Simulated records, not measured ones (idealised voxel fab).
Process module heading - voxel ribs on slabs
FYI the section here is cut, 265 nm wide, cells are 5 nm squares.
Cross-section format: a grid of square cells, given as bands from top to bottom; each band is one or more rows of cells. Read a band's entry like this: the first values are the height of its top and the height of its bottom in nm, and what follows is the sequence of materials from left to right, each with its width in nm. Note that "blank" is empty space, and that a single material marked "everywhere" reaches across the band from edge to edge. Note: height 0 marks the level under which the wafer is uniformly one material as received. Lowest band unbounded below, written "top 0, no bottom". Quick explanation for "30->40": the width changes in equal steps down the rows of cells, from the first number in the band's top row to the second number in its bottom row. Key: "no modifications" - step with no changed cell in the cross-section. "Closed void roster" lists enclosed empty spaces (at least 8 cells, no open path upward to the top), each as width x height at distance from the left edge, in nm. The remark found on a step's line after its settings is issued by the simulator itself and pertains to that step. overlay nm: for a step with a mask, the amount by which the mask lay right of where it was planned; a negative amount means left of it.

This section lists the process steps that were planned
step 1: RECEIVE (material Si)
step 2: DIRECTIONAL_DEP (material SiO2; thk nm 25)
step 3: DIRECTIONAL_DEP (material polySi; thk nm 15)
step 4: PATTERN (tone cover; mask id RIB; material resist; width nm 30; thk nm 20; overlay nm 0)
step 5: DIRECTIONAL_ETCH (etch materials polySi; depth nm 5)
step 6: STRIP (etch materials resist)
step 7: PATTERN (tone cover; mask id SLAB; material resist; width nm 70; thk nm 15; overlay nm 0)
step 8: DIRECTIONAL_ETCH (etch materials polySi; depth nm 10)
step 9: STRIP (etch materials resist)
step 10: FILL_DEP (material SiO2; thk nm 15)
step 11: CMP (height nm 50)
step 12: DIRECTIONAL_DEP (material TiN; thk nm 5)
step 13: DIRECTIONAL_DEP (material aC; thk nm 15)
step 14: PATTERN (tone cover; mask id HEATER; material resist; width nm 40; thk nm 35; overlay nm 0)
step 15: DIRECTIONAL_ETCH (etch materials aC; depth nm 15)
step 16: STRIP (etch materials resist)
step 17: DIRECTIONAL_ETCH (etch materials TiN; depth nm 5)
step 18: STRIP (etch materials aC)
step 19: CONFORMAL_DEP (material SiO2; thk nm 10)

Wafer, first of two, run as planned

This is the cross-section of the wafer as we received it, i.e. after step 1
> top 0, no bottom | Si everywhere
> Closed void roster: none

Sectional view: wafer, after step 2
> top 25, bottom 0 | SiO2 everywhere
> Note: structure below 0 unchanged.

Sectional view: wafer, after step 3
> top 40, bottom 25 | polySi everywhere
> Note: structure below 25 unchanged.

Sectional view: wafer, after step 4
> top 60, bottom 40 | 115 nm blank  30 nm resist  120 nm blank
> Note: structure below 40 unchanged.

Sectional view: wafer, after step 5
> top 60, bottom 40 | 115 nm blank  30 nm resist  120 nm blank
> top 40, bottom 35 | 115 nm blank  30 nm polySi  120 nm blank
> Note: structure below 35 unchanged.

Sectional view: wafer, after step 6
> top 40, bottom 35 | 115 nm blank  30 nm polySi  120 nm blank
> Note: structure below 35 unchanged.

Sectional view: wafer, after step 7
> top 55, bottom 40 | 95 nm blank  70 nm resist  100 nm blank
> top 40, bottom 35 | 95 nm blank  20 nm resist  30 nm polySi  20 nm resist  100 nm blank
> Note: structure below 35 unchanged.

Sectional view: wafer, after step 8
> top 55, bottom 40 | 95 nm blank  70 nm resist  100 nm blank
> top 40, bottom 35 | 95 nm blank  20 nm resist  30 nm polySi  20 nm resist  100 nm blank
> top 35, bottom 25 | 95 nm blank  70 nm polySi  100 nm blank
> Note: structure below 25 unchanged.

Sectional view: wafer, after step 9
> top 40, bottom 35 | 115 nm blank  30 nm polySi  120 nm blank
> Note: structure below 35 unchanged.

Sectional view: wafer, after step 10
> top 55, bottom 40 | SiO2 everywhere
> top 40, bottom 35 | 115 nm SiO2  30 nm polySi  120 nm SiO2
> top 35, bottom 25 | 95 nm SiO2  70 nm polySi  100 nm SiO2
> Note: structure below 25 unchanged.

Sectional view: wafer, after step 11
> top 50, bottom 40 | SiO2 everywhere
> Note: structure below 40 unchanged.

Sectional view: wafer, after step 12
> top 55, bottom 50 | TiN everywhere
> Note: structure below 50 unchanged.

Sectional view: wafer, after step 13
> top 70, bottom 55 | aC everywhere
> Note: structure below 55 unchanged.

Sectional view: wafer, after step 14
> top 105, bottom 70 | 110 nm blank  40 nm resist  115 nm blank
> Note: structure below 70 unchanged.

Sectional view: wafer, after step 15
> top 90, bottom 70 | 110 nm blank  40 nm resist  115 nm blank
> top 70, bottom 55 | 110 nm blank  40 nm aC  115 nm blank
> Note: structure below 55 unchanged.

Sectional view: wafer, after step 16
> top 70, bottom 55 | 110 nm blank  40 nm aC  115 nm blank
> Note: structure below 55 unchanged.

Sectional view: wafer, after step 17
> top 70, bottom 55 | 110 nm blank  40 nm aC  115 nm blank
> top 55, bottom 50 | 110 nm blank  40 nm TiN  115 nm blank
> Note: structure below 50 unchanged.

Sectional view: wafer, after step 18
> top 55, bottom 50 | 110 nm blank  40 nm TiN  115 nm blank
> Note: structure below 50 unchanged.

Sectional view: wafer, after step 19
> top 65, bottom 60 | 100 nm blank  60 nm SiO2  105 nm blank
> top 60, bottom 55 | SiO2 everywhere
> top 55, bottom 50 | 110 nm SiO2  40 nm TiN  115 nm SiO2
> Note: structure below 50 unchanged.

Here the second wafer is described. Its start and its plan were those of the first wafer. Its run contained one mistake. Up to and including step 3, it did exactly what the first wafer did

Second wafer profile in section, at the moment step 4 of the plan was meant to be complete
> top 60, bottom 40 | 110 nm blank  30 nm resist  125 nm blank
> Note: structure below 40 unchanged.

Second wafer profile in section, at the moment step 5 of the plan was meant to be complete
> top 60, bottom 40 | 110 nm blank  30 nm resist  125 nm blank
> top 40, bottom 35 | 110 nm blank  30 nm polySi  125 nm blank
> Note: structure below 35 unchanged.

Second wafer profile in section, at the moment step 6 of the plan was meant to be complete
> top 40, bottom 35 | 110 nm blank  30 nm polySi  125 nm blank
> Note: structure below 35 unchanged.

Second wafer profile in section, at the moment step 7 of the plan was meant to be complete
> top 55, bottom 40 | 95 nm blank  70 nm resist  100 nm blank
> top 40, bottom 35 | 95 nm blank  15 nm resist  30 nm polySi  25 nm resist  100 nm blank
> Note: structure below 35 unchanged.

Second wafer profile in section, at the moment step 8 of the plan was meant to be complete
> top 55, bottom 40 | 95 nm blank  70 nm resist  100 nm blank
> top 40, bottom 35 | 95 nm blank  15 nm resist  30 nm polySi  25 nm resist  100 nm blank
> top 35, bottom 25 | 95 nm blank  70 nm polySi  100 nm blank
> Note: structure below 25 unchanged.

Second wafer profile in section, at the moment step 9 of the plan was meant to be complete
> top 40, bottom 35 | 110 nm blank  30 nm polySi  125 nm blank
> Note: structure below 35 unchanged.

Second wafer profile in section, at the moment step 10 of the plan was meant to be complete
> top 55, bottom 40 | SiO2 everywhere
> top 40, bottom 35 | 110 nm SiO2  30 nm polySi  125 nm SiO2
> top 35, bottom 25 | 95 nm SiO2  70 nm polySi  100 nm SiO2
> Note: structure below 25 unchanged.

Second wafer profile in section, at the moment step 11 of the plan was meant to be complete
> top 50, bottom 40 | SiO2 everywhere
> Note: structure below 40 unchanged.

Second wafer profile in section, at the moment step 12 of the plan was meant to be complete
> top 55, bottom 50 | TiN everywhere
> Note: structure below 50 unchanged.

Second wafer profile in section, at the moment step 13 of the plan was meant to be complete
> top 70, bottom 55 | aC everywhere
> Note: structure below 55 unchanged.

Second wafer profile in section, at the moment step 14 of the plan was meant to be complete
> top 105, bottom 70 | 110 nm blank  40 nm resist  115 nm blank
> Note: structure below 70 unchanged.

Second wafer profile in section, at the moment step 15 of the plan was meant to be complete
> top 90, bottom 70 | 110 nm blank  40 nm resist  115 nm blank
> top 70, bottom 55 | 110 nm blank  40 nm aC  115 nm blank
> Note: structure below 55 unchanged.

Second wafer profile in section, at the moment step 16 of the plan was meant to be complete
> top 70, bottom 55 | 110 nm blank  40 nm aC  115 nm blank
> Note: structure below 55 unchanged.

Second wafer profile in section, at the moment step 17 of the plan was meant to be complete
> top 70, bottom 55 | 110 nm blank  40 nm aC  115 nm blank
> top 55, bottom 50 | 110 nm blank  40 nm TiN  115 nm blank
> Note: structure below 50 unchanged.

Second wafer profile in section, at the moment step 18 of the plan was meant to be complete
> top 55, bottom 50 | 110 nm blank  40 nm TiN  115 nm blank
> Note: structure below 50 unchanged.

Second wafer profile in section, at the moment step 19 of the plan was meant to be complete
> top 65, bottom 60 | 100 nm blank  60 nm SiO2  105 nm blank
> top 60, bottom 55 | SiO2 everywhere
> top 55, bottom 50 | 110 nm SiO2  40 nm TiN  115 nm SiO2
> Note: structure below 50 unchanged.
Processing error: off-plan run, step 4, actual operation and settings PATTERN (tone cover; mask id RIB; material resist; width nm 30; thk nm 20; overlay nm -5)
Matching per-material cell counts, mismatched positions: that is how the second wafer compares with the first at the end.
